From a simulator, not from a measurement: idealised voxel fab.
The following is a process module called voxel self aligned vias.
Square cells of 5 nm make up the cross-section cut, whose width is 290 nm.
For the purposes of this document, a cross-section shall be understood as a grid of square cells, specified as bands listed in top-to-bottom order, each band consisting of one or more rows of cells. It is stipulated that each band's entry specify, in nanometres, the height of the top of the band and then that of its bottom, followed by the materials of the band in left-to-right sequence, each together with its width in nanometres. A single material marked by the word "all across" is understood to fill the band from edge to edge; the word "empty" is understood to denote empty space. Heights are expressed relative to 0, this being the level below which the as-received wafer comprises one material exclusively. The lowest band is unbounded in the downward direction and is denoted as in "0 nm and below". Per-row width for "30..40": begins at first number (top row of band), ends at second number (bottom row), increment between rows held constant. The designation "no change", where it is given for a processing step, indicates that no cell of the cross-section was altered in the course of that step. "Sealed-off cavities" contains a list of empty spaces, each no smaller than 8 cells and without an open way to the top, written in the form width x height at distance with the distance from the left edge and all three in nm. On a step's line, text after the settings is the simulator commenting on that step. A step line may carry the setting "overlay nm", which, for steps involving a mask, states the distance by which the mask lay to the right of its intended position; negative values denote displacement to the left.
**Process steps foreseen in the plan**
1,op RECEIVE | material Si
2,op CONFORMAL_DEP | material SiO2 | thk nm 15
3,op CONFORMAL_DEP | material SiCN | thk nm 5
4,op DIRECTIONAL_DEP | material lowk | thk nm 20
5,op DIRECTIONAL_DEP | material aC | thk nm 15
6,op PATTERN | tone open | mask id LINES | material resist | width nm 30 | pitch nm 75 | thk nm 35 | overlay nm 0
7,op DIRECTIONAL_ETCH | etch materials aC | depth nm 15
8,op STRIP | etch materials resist
9,op DIRECTIONAL_ETCH | etch materials lowk | depth nm 20
10,op STRIP | etch materials aC
11,op CONFORMAL_DEP | material TiN | thk nm 5
12,op FILL_DEP | material W | thk nm 5
13,op CMP | height nm 40
14,op SELECTIVE_ETCH | etch materials W Ru TiN | depth nm 10
15,op FILL_DEP | material SiN | thk nm 5
16,op CMP | height nm 40
17,op DIRECTIONAL_DEP | material lowk | thk nm 15
18,op MASKED_ETCH | tone open | mask id VIAS | width nm 50 | pitch nm 75 | etch materials lowk | depth nm 15 | overlay nm 0
19,op MASKED_ETCH | tone open | mask id VIAS | width nm 50 | pitch nm 75 | etch materials SiN | depth nm 10 | overlay nm 0
20,op CONFORMAL_DEP | material TiN | thk nm 5
21,op FILL_DEP | material Ru | thk nm 10
22,op CMP | height nm 55
23,op CONFORMAL_DEP | material SiCN | thk nm 5
**Below: the first of two wafers, run as planned**
**Incoming wafer in cross-section (state: after step 1)**
0 nm and below: Si all across
Sealed-off cavities: none
**The wafer in cross-section once step 2 is complete**
15 nm to 0 nm: SiO2 all across
Whatever lies below 0 is exactly as it was before.
**The wafer in cross-section once step 3 is complete**
20 nm to 15 nm: SiCN all across
Whatever lies below 15 is exactly as it was before.
**The wafer in cross-section once step 4 is complete**
40 nm to 20 nm: lowk all across
Whatever lies below 20 is exactly as it was before.
**The wafer in cross-section once step 5 is complete**
55 nm to 40 nm: aC all across
Whatever lies below 40 is exactly as it was before.
**The wafer in cross-section once step 6 is complete**
90 nm to 55 nm: 55 nm resist / 30 nm empty / 45 nm resist / 30 nm empty / 45 nm resist / 30 nm empty / 55 nm resist
Whatever lies below 55 is exactly as it was before.
**The wafer in cross-section once step 7 is complete**
75 nm to 55 nm: 55 nm resist / 30 nm empty / 45 nm resist / 30 nm empty / 45 nm resist / 30 nm empty / 55 nm resist
55 nm to 40 nm: 55 nm aC / 30 nm empty / 45 nm aC / 30 nm empty / 45 nm aC / 30 nm empty / 55 nm aC
Whatever lies below 40 is exactly as it was before.
**The wafer in cross-section once step 8 is complete**
55 nm to 40 nm: 55 nm aC / 30 nm empty / 45 nm aC / 30 nm empty / 45 nm aC / 30 nm empty / 55 nm aC
Whatever lies below 40 is exactly as it was before.
**The wafer in cross-section once step 9 is complete**
55 nm to 40 nm: 55 nm aC / 30 nm empty / 45 nm aC / 30 nm empty / 45 nm aC / 30 nm empty / 55 nm aC
40 nm to 20 nm: 55 nm lowk / 30 nm empty / 45 nm lowk / 30 nm empty / 45 nm lowk / 30 nm empty / 55 nm lowk
Whatever lies below 20 is exactly as it was before.
**The wafer in cross-section once step 10 is complete**
40 nm to 20 nm: 55 nm lowk / 30 nm empty / 45 nm lowk / 30 nm empty / 45 nm lowk / 30 nm empty / 55 nm lowk
Whatever lies below 20 is exactly as it was before.
**The wafer in cross-section once step 11 is complete**
45 nm to 40 nm: 60 nm TiN / 20 nm empty / 55 nm TiN / 20 nm empty / 55 nm TiN / 20 nm empty / 60 nm TiN
40 nm to 25 nm: 55 nm lowk / 5 nm TiN / 20 nm empty / 5 nm TiN / 45 nm lowk / 5 nm TiN / 20 nm empty / 5 nm TiN / 45 nm lowk / 5 nm TiN / 20 nm empty / 5 nm TiN / 55 nm lowk
25 nm to 20 nm: 55 nm lowk / 30 nm TiN / 45 nm lowk / 30 nm TiN / 45 nm lowk / 30 nm TiN / 55 nm lowk
Whatever lies below 20 is exactly as it was before.
**The wafer in cross-section once step 12 is complete**
50 nm to 45 nm: W all across
45 nm to 40 nm: 60 nm TiN / 20 nm W / 55 nm TiN / 20 nm W / 55 nm TiN / 20 nm W / 60 nm TiN
40 nm to 25 nm: 55 nm lowk / 5 nm TiN / 20 nm W / 5 nm TiN / 45 nm lowk / 5 nm TiN / 20 nm W / 5 nm TiN / 45 nm lowk / 5 nm TiN / 20 nm W / 5 nm TiN / 55 nm lowk
Whatever lies below 25 is exactly as it was before.
**The wafer in cross-section once step 13 is complete**
40 nm to 25 nm: 55 nm lowk / 5 nm TiN / 20 nm W / 5 nm TiN / 45 nm lowk / 5 nm TiN / 20 nm W / 5 nm TiN / 45 nm lowk / 5 nm TiN / 20 nm W / 5 nm TiN / 55 nm lowk
Whatever lies below 25 is exactly as it was before.
**The wafer in cross-section once step 14 is complete**
40 nm to 30 nm: 55 nm lowk / 30 nm empty / 45 nm lowk / 30 nm empty / 45 nm lowk / 30 nm empty / 55 nm lowk
Whatever lies below 30 is exactly as it was before.
**The wafer in cross-section once step 15 is complete**
45 nm to 40 nm: SiN all across
40 nm to 30 nm: 55 nm lowk / 30 nm SiN / 45 nm lowk / 30 nm SiN / 45 nm lowk / 30 nm SiN / 55 nm lowk
Whatever lies below 30 is exactly as it was before.
**The wafer in cross-section once step 16 is complete**
40 nm to 30 nm: 55 nm lowk / 30 nm SiN / 45 nm lowk / 30 nm SiN / 45 nm lowk / 30 nm SiN / 55 nm lowk
Whatever lies below 30 is exactly as it was before.
**The wafer in cross-section once step 17 is complete**
55 nm to 40 nm: lowk all across
Whatever lies below 40 is exactly as it was before.
**The wafer in cross-section once step 18 is complete**
55 nm to 40 nm: 45 nm lowk / 50 nm empty / 25 nm lowk / 50 nm empty / 25 nm lowk / 50 nm empty / 45 nm lowk
Whatever lies below 40 is exactly as it was before.
**The wafer in cross-section once step 19 is complete**
55 nm to 40 nm: 45 nm lowk / 50 nm empty / 25 nm lowk / 50 nm empty / 25 nm lowk / 50 nm empty / 45 nm lowk
40 nm to 30 nm: 55 nm lowk / 30 nm empty / 45 nm lowk / 30 nm empty / 45 nm lowk / 30 nm empty / 55 nm lowk
Whatever lies below 30 is exactly as it was before.
**The wafer in cross-section once step 20 is complete**
60 nm to 55 nm: 50 nm TiN / 40 nm empty / 35 nm TiN / 40 nm empty / 35 nm TiN / 40 nm empty / 50 nm TiN
55 nm to 45 nm: 45 nm lowk / 5 nm TiN / 40 nm empty / 5 nm TiN / 25 nm lowk / 5 nm TiN / 40 nm empty / 5 nm TiN / 25 nm lowk / 5 nm TiN / 40 nm empty / 5 nm TiN / 45 nm lowk
45 nm to 35 nm: 45..55 nm lowk / 15..5 nm TiN / 20 nm empty / 15..5 nm TiN / 25..45 nm lowk / 15..5 nm TiN / 20 nm empty / 15..5 nm TiN / 25..45 nm lowk / 15..5 nm TiN / 20 nm empty / 15..5 nm TiN / 45..55 nm lowk
35 nm to 30 nm: 55 nm lowk / 30 nm TiN / 45 nm lowk / 30 nm TiN / 45 nm lowk / 30 nm TiN / 55 nm lowk
Whatever lies below 30 is exactly as it was before.
**The wafer in cross-section once step 21 is complete**
70 nm to 60 nm: Ru all across
60 nm to 55 nm: 50 nm TiN / 40 nm Ru / 35 nm TiN / 40 nm Ru / 35 nm TiN / 40 nm Ru / 50 nm TiN
55 nm to 45 nm: 45 nm lowk / 5 nm TiN / 40 nm Ru / 5 nm TiN / 25 nm lowk / 5 nm TiN / 40 nm Ru / 5 nm TiN / 25 nm lowk / 5 nm TiN / 40 nm Ru / 5 nm TiN / 45 nm lowk
45 nm to 35 nm: 45..55 nm lowk / 15..5 nm TiN / 20 nm Ru / 15..5 nm TiN / 25..45 nm lowk / 15..5 nm TiN / 20 nm Ru / 15..5 nm TiN / 25..45 nm lowk / 15..5 nm TiN / 20 nm Ru / 15..5 nm TiN / 45..55 nm lowk
Whatever lies below 35 is exactly as it was before.
**The wafer in cross-section once step 22 is complete**
55 nm to 45 nm: 45 nm lowk / 5 nm TiN / 40 nm Ru / 5 nm TiN / 25 nm lowk / 5 nm TiN / 40 nm Ru / 5 nm TiN / 25 nm lowk / 5 nm TiN / 40 nm Ru / 5 nm TiN / 45 nm lowk
Whatever lies below 45 is exactly as it was before.
**The wafer in cross-section once step 23 is complete**
60 nm to 55 nm: SiCN all across
Whatever lies below 55 is exactly as it was before.
**Now the other wafer: same start, same recipe, but we messed up one thing when running it. Up to and including step 17 it's the same as the first one**
**Cross-sectional view of the second wafer at the intended end time of process step 18**
55 nm to 40 nm: 45 nm lowk / 55 nm empty / 20 nm lowk / 55 nm empty / 20 nm lowk / 55 nm empty / 40 nm lowk
Whatever lies below 40 is exactly as it was before.
**Cross-sectional view of the second wafer at the intended end time of process step 19**
55 nm to 40 nm: 45 nm lowk / 55 nm empty / 20 nm lowk / 55 nm empty / 20 nm lowk / 55 nm empty / 40 nm lowk
40 nm to 30 nm: 55 nm lowk / 30 nm empty / 45 nm lowk / 30 nm empty / 45 nm lowk / 30 nm empty / 55 nm lowk
Whatever lies below 30 is exactly as it was before.
**Cross-sectional view of the second wafer at the intended end time of process step 20**
60 nm to 55 nm: 50 nm TiN / 45 nm empty / 30 nm TiN / 45 nm empty / 30 nm TiN / 45 nm empty / 45 nm TiN
55 nm to 45 nm: 45 nm lowk / 5 nm TiN / 45 nm empty / 5 nm TiN / 20 nm lowk / 5 nm TiN / 45 nm empty / 5 nm TiN / 20 nm lowk / 5 nm TiN / 45 nm empty / 5 nm TiN / 40 nm lowk
45 nm to 35 nm: 45..55 nm lowk / 15..5 nm TiN / 20 nm empty / 20..5 nm TiN / 20..45 nm lowk / 15..5 nm TiN / 20 nm empty / 20..5 nm TiN / 20..45 nm lowk / 15..5 nm TiN / 20 nm empty / 20..5 nm TiN / 40..55 nm lowk
35 nm to 30 nm: 55 nm lowk / 30 nm TiN / 45 nm lowk / 30 nm TiN / 45 nm lowk / 30 nm TiN / 55 nm lowk
Whatever lies below 30 is exactly as it was before.
**Cross-sectional view of the second wafer at the intended end time of process step 21**
70 nm to 60 nm: Ru all across
60 nm to 55 nm: 50 nm TiN / 45 nm Ru / 30 nm TiN / 45 nm Ru / 30 nm TiN / 45 nm Ru / 45 nm TiN
55 nm to 45 nm: 45 nm lowk / 5 nm TiN / 45 nm Ru / 5 nm TiN / 20 nm lowk / 5 nm TiN / 45 nm Ru / 5 nm TiN / 20 nm lowk / 5 nm TiN / 45 nm Ru / 5 nm TiN / 40 nm lowk
45 nm to 35 nm: 45..55 nm lowk / 15..5 nm TiN / 20 nm Ru / 20..5 nm TiN / 20..45 nm lowk / 15..5 nm TiN / 20 nm Ru / 20..5 nm TiN / 20..45 nm lowk / 15..5 nm TiN / 20 nm Ru / 20..5 nm TiN / 40..55 nm lowk
Whatever lies below 35 is exactly as it was before.
**Cross-sectional view of the second wafer at the intended end time of process step 22**
55 nm to 45 nm: 45 nm lowk / 5 nm TiN / 45 nm Ru / 5 nm TiN / 20 nm lowk / 5 nm TiN / 45 nm Ru / 5 nm TiN / 20 nm lowk / 5 nm TiN / 45 nm Ru / 5 nm TiN / 40 nm lowk
Whatever lies below 45 is exactly as it was before.
**Cross-sectional view of the second wafer at the intended end time of process step 23**
60 nm to 55 nm: SiCN all across
Whatever lies below 55 is exactly as it was before.
What broke from the plan during processing? in deviation from the planned setting, step 18 was conducted as op MASKED_ETCH | tone open | mask id VIAS | width nm 55 | pitch nm 75 | etch materials lowk | depth nm 15 | overlay nm 0
Final difference in cells, second wafer against first, listed per material as more or fewer: +6 Ru, +3 TiN, -9 lowk
